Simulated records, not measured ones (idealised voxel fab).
process module | voxel released beams
cross-section cut | 220 nm wide | cells 5 nm
A cross-section is a grid of square cells, given in bands from the top down. A band is one or more rows of cells.
Each band's line starts with the height of the band's top and of its bottom, in nm. Then come its materials from left to right, each with its width in nm. One material with "throughout" fills the band from edge to edge. "air" is empty space.
Height 0 is the level under which the wafer as received is all one material. The lowest band goes on downwards, as in "0 down".
A width such as "30 to 40" changes by the same amount from each row of cells to the next, from the band's top row to its bottom row.
"no change" after a step means that no cell of the cross-section changed.
closed voids: empty space of 8 cells or more with no open way to the top, each as width x height at its distance from the left edge, in nm
after a step's settings: what the simulator itself notes on the step
overlay nm, on a step with a mask: how far to the right of its planned place the mask lay; to the left if negative
plan
1 op RECEIVE | material Si
2 op CONFORMAL_DEP | material Al2O3 | thk nm 10
3 op DIRECTIONAL_DEP | material SiO2 | thk nm 10
4 op PATTERN | tone open | mask id ANCHOR | material resist | width nm 35 | thk nm 15 | overlay nm 0
5 op DIRECTIONAL_ETCH | etch materials SiO2 | depth nm 10
6 op STRIP | etch materials resist
7 op CONFORMAL_DEP | material polySi | thk nm 15
8 op DIRECTIONAL_DEP | material aC | thk nm 15
9 op PATTERN | tone cover | mask id BEAM | material resist | width nm 85 | thk nm 30 | overlay nm 0
10 op DIRECTIONAL_ETCH | etch materials aC | depth nm 15
11 op STRIP | etch materials resist
12 op DIRECTIONAL_ETCH | etch materials polySi | depth nm 15
13 op STRIP | etch materials aC
14 op STRIP | etch materials SiO2
first wafer, as planned
as received, after step 1
  0 down: Si throughout
  closed voids: none
after step 2
  10 to 0: Al2O3 throughout
  below 0: unchanged
after step 3
  20 to 10: SiO2 throughout
  below 10: unchanged
after step 4
  35 to 20: resist 70 | air 35 | resist 115
  below 20: unchanged
after step 5
  35 to 20: resist 70 | air 35 | resist 115
  20 to 10: SiO2 70 | air 35 | SiO2 115
  below 10: unchanged
after step 6
  20 to 10: SiO2 70 | air 35 | SiO2 115
  below 10: unchanged
after step 7
  35 to 25: polySi 85 | air 5 | polySi 130
  25 to 20: polySi throughout
  20 to 10: SiO2 70 | polySi 35 | SiO2 115
  below 10: unchanged
after step 8
  50 to 40: aC 85 | air 5 | aC 130
  40 to 35: aC throughout
  35 to 25: polySi 85 | aC 5 | polySi 130
  below 25: unchanged
after step 9
  80 to 50: air 65 | resist 85 | air 70
  50 to 40: aC 85 | resist 5 | aC 130
  below 40: unchanged
after step 10
  65 to 50: air 65 | resist 85 | air 70
  50 to 40: air 65 | aC 20 | resist 5 | aC 60 | air 70
  40 to 35: air 65 | aC 85 | air 70
  below 35: unchanged
after step 11
  50 to 40: air 65 | aC 20 | air 5 | aC 60 | air 70
  below 40: unchanged
after step 12
  50 to 40: air 65 | aC 20 | air 5 | aC 60 | air 70
  40 to 35: air 65 | aC 85 | air 70
  35 to 25: air 65 | polySi 20 | aC 5 | polySi 60 | air 70
  25 to 20: air 65 | polySi 85 | air 70
  below 20: unchanged
after step 13
  35 to 25: air 65 | polySi 20 | air 5 | polySi 60 | air 70
  below 25: unchanged
after step 14
  35 to 25: air 65 | polySi 20 | air 5 | polySi 60 | air 70
  25 to 20: air 65 | polySi 85 | air 70
  20 to 10: air 70 | polySi 35 | air 115
  below 10: unchanged
second wafer: like start, like plan, one mistake. Through step 1 it matches the first wafer
when step 2 should have ended
  5 to 0: Al2O3 throughout
  below 0: unchanged
when step 3 should have ended
  15 to 5: SiO2 throughout
  below 5: unchanged
when step 4 should have ended
  30 to 15: resist 70 | air 35 | resist 115
  below 15: unchanged
when step 5 should have ended
  30 to 15: resist 70 | air 35 | resist 115
  15 to 5: SiO2 70 | air 35 | SiO2 115
  below 5: unchanged
when step 6 should have ended
  15 to 5: SiO2 70 | air 35 | SiO2 115
  below 5: unchanged
when step 7 should have ended
  30 to 20: polySi 85 | air 5 | polySi 130
  20 to 15: polySi throughout
  15 to 5: SiO2 70 | polySi 35 | SiO2 115
  below 5: unchanged
when step 8 should have ended
  45 to 35: aC 85 | air 5 | aC 130
  35 to 30: aC throughout
  30 to 20: polySi 85 | aC 5 | polySi 130
  below 20: unchanged
when step 9 should have ended
  75 to 45: air 65 | resist 85 | air 70
  45 to 35: aC 85 | resist 5 | aC 130
  below 35: unchanged
when step 10 should have ended
  60 to 45: air 65 | resist 85 | air 70
  45 to 35: air 65 | aC 20 | resist 5 | aC 60 | air 70
  35 to 30: air 65 | aC 85 | air 70
  below 30: unchanged
when step 11 should have ended
  45 to 35: air 65 | aC 20 | air 5 | aC 60 | air 70
  below 35: unchanged
when step 12 should have ended
  45 to 35: air 65 | aC 20 | air 5 | aC 60 | air 70
  35 to 30: air 65 | aC 85 | air 70
  30 to 20: air 65 | polySi 20 | aC 5 | polySi 60 | air 70
  20 to 15: air 65 | polySi 85 | air 70
  below 15: unchanged
when step 13 should have ended
  30 to 20: air 65 | polySi 20 | air 5 | polySi 60 | air 70
  below 20: unchanged
when step 14 should have ended
  30 to 20: air 65 | polySi 20 | air 5 | polySi 60 | air 70
  20 to 15: air 65 | polySi 85 | air 70
  15 to 5: air 70 | polySi 35 | air 115
  below 5: unchanged
what went wrong: step 2 ran as: op CONFORMAL_DEP | material Al2O3 | thk nm 5
at the end the second wafer has, in cells: 44 fewer of Al2O3
